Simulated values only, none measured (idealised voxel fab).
Process module, titled voxel gate over fins
Xsec cut, 240 nm wide, square cell size 5 nm.
Bands, listed from the top down, are how a cross-section gets written in this document; the cross-section itself is a grid of square cells, and a band is one or more rows of them. A band entry consists of two parts. The first gives the height of the band's top and the height of its bottom, in nm. The rest lists the band's materials from left to right, each with its width in nm. A single material labelled with the word "everywhere" fills the band from edge to edge, and the word "blank" marks empty space. Height datum 0, below which the as-received substrate wafer is one material. Lowest band open at the bottom, running downward: "0 and below". A width given as "30..40" starts at the first number in the band's top row and ends at the second number in its bottom row, shifting by an equal amount at every step from row to row. Where the words "nothing changed" appear for a step, the cross-section shows no cell changed by that step; every cell remained as before. The list in "Closed internal voids" covers empty spaces of 8 cells or more that cannot reach the top through any open way, and it gives each as width x height at distance; the distance is from the left edge, and width, height and distance are in nm. What comes after the settings on a step's line is commentary from the simulator itself on that step. If you see "overlay nm" on a step's line and that step has a mask, it's telling you how far right of where it was planned the mask ended up; a negative number means it went left instead.

Here's what the planned process steps look like:
1) op RECEIVE | material Si
2) op CONFORMAL_DEP | material SiN | thk nm 10
3) op PATTERN | tone cover | mask id FINS | material resist | width nm 15 | pitch nm 60 | thk nm 20 | overlay nm 0
4) op DIRECTIONAL_ETCH | etch materials SiN | depth nm 10
5) op DIRECTIONAL_ETCH | etch materials Si | depth nm 40
6) op STRIP | etch materials resist
7) op OXIDIZE | depth nm 5
8) op FILL_DEP | material SiO2 | thk nm 15
9) op CMP | height nm 10
10) op PATTERN | tone open | mask id RAIL | material resist | width nm 15 | thk nm 15 | overlay nm 0
11) op DIRECTIONAL_ETCH | etch materials SiO2 | depth nm 45
12) op STRIP | etch materials resist
13) op CONFORMAL_DEP | material TiN | thk nm 5
14) op FILL_DEP | material Ru | thk nm 10
15) op CMP | height nm 10
16) op SELECTIVE_ETCH | etch materials W Ru TiN | depth nm 30
17) op FILL_DEP | material SiO2 | thk nm 5
18) op CMP | height nm 10
19) op SELECTIVE_ETCH | etch materials SiO2 | depth nm 20
20) op STRIP | etch materials SiN
21) op CONFORMAL_DEP | material HfO2 | thk nm 5
22) op CONFORMAL_DEP | material TiN | thk nm 5
23) op CONFORMAL_DEP | material TiAl | thk nm 5
24) op CONFORMAL_DEP | material TiN | thk nm 5
25) op FILL_DEP | material W | thk nm 15
26) op CMP | height nm 30
27) op CONFORMAL_DEP | material SiN | thk nm 5

This is the cross-section of the wafer as we received it, i.e. after step 1:
- 0 and below: Si everywhere
- Closed internal voids: none

The module was run from the start shown above using the plan shown above, but one mistake was made doing it; the resulting wafer cross-section is below:
- 35 down to 30: SiN everywhere
- 30 down to 20: W everywhere
- 20 down to 15: W=35, then TiN=45, then W=15, then TiN=45, then W=15, then TiN=45, then W=40
- 15 down to 10: W=35, then TiN=5, then TiAl=35, then TiN=5, then W=15, then TiN=5, then TiAl=35, then TiN=5, then W=15, then TiN=5, then TiAl=35, then TiN=5, then W=40
- 10 down to 5: TiN=40, then TiAl=5, then TiN=25, then TiAl=5, then TiN=25, then TiAl=5, then TiN=25, then TiAl=5, then TiN=25, then TiAl=5, then TiN=25, then TiAl=5, then TiN=45
- 5 down to 0: TiAl=45, then TiN=5, then HfO2=15, then TiN=5, then TiAl=35, then TiN=5, then HfO2=15, then TiN=5, then TiAl=35, then TiN=5, then HfO2=15, then TiN=5, then TiAl=50
- 0 down to -5: TiN=50, then HfO2=5, then Si=5, then HfO2=5, then TiN=45, then HfO2=5, then Si=5, then HfO2=5, then TiN=45, then HfO2=5, then Si=5, then HfO2=5, then TiN=55
- -5 down to -10: HfO2=55, then Si=5, then HfO2=55, then Si=5, then HfO2=55, then Si=5, then HfO2=60
- -10 down to -20: SiO2=55, then Si=5, then SiO2=55, then Si=5, then SiO2=55, then Si=5, then SiO2=60
- -20 down to -30: SiO2=55, then Si=5, then SiO2=30, then TiN=5, then Ru=5, then TiN=5, then SiO2=10, then Si=5, then SiO2=55, then Si=5, then SiO2=60
- -30 down to -35: SiO2=55, then Si=5, then SiO2=30, then TiN=15, then SiO2=10, then Si=5, then SiO2=55, then Si=5, then SiO2=60
- -35 down to -45: SiO2=55, then Si=5, then SiO2=55, then Si=5, then SiO2=55, then Si=5, then SiO2=60
- -45 and below: Si everywhere
- Closed internal voids: none
Plan not followed: step 10: run off-plan, actual operation and settings op PATTERN | tone open | mask id RAIL | material resist | width nm 15 | thk nm 15 | overlay nm 10
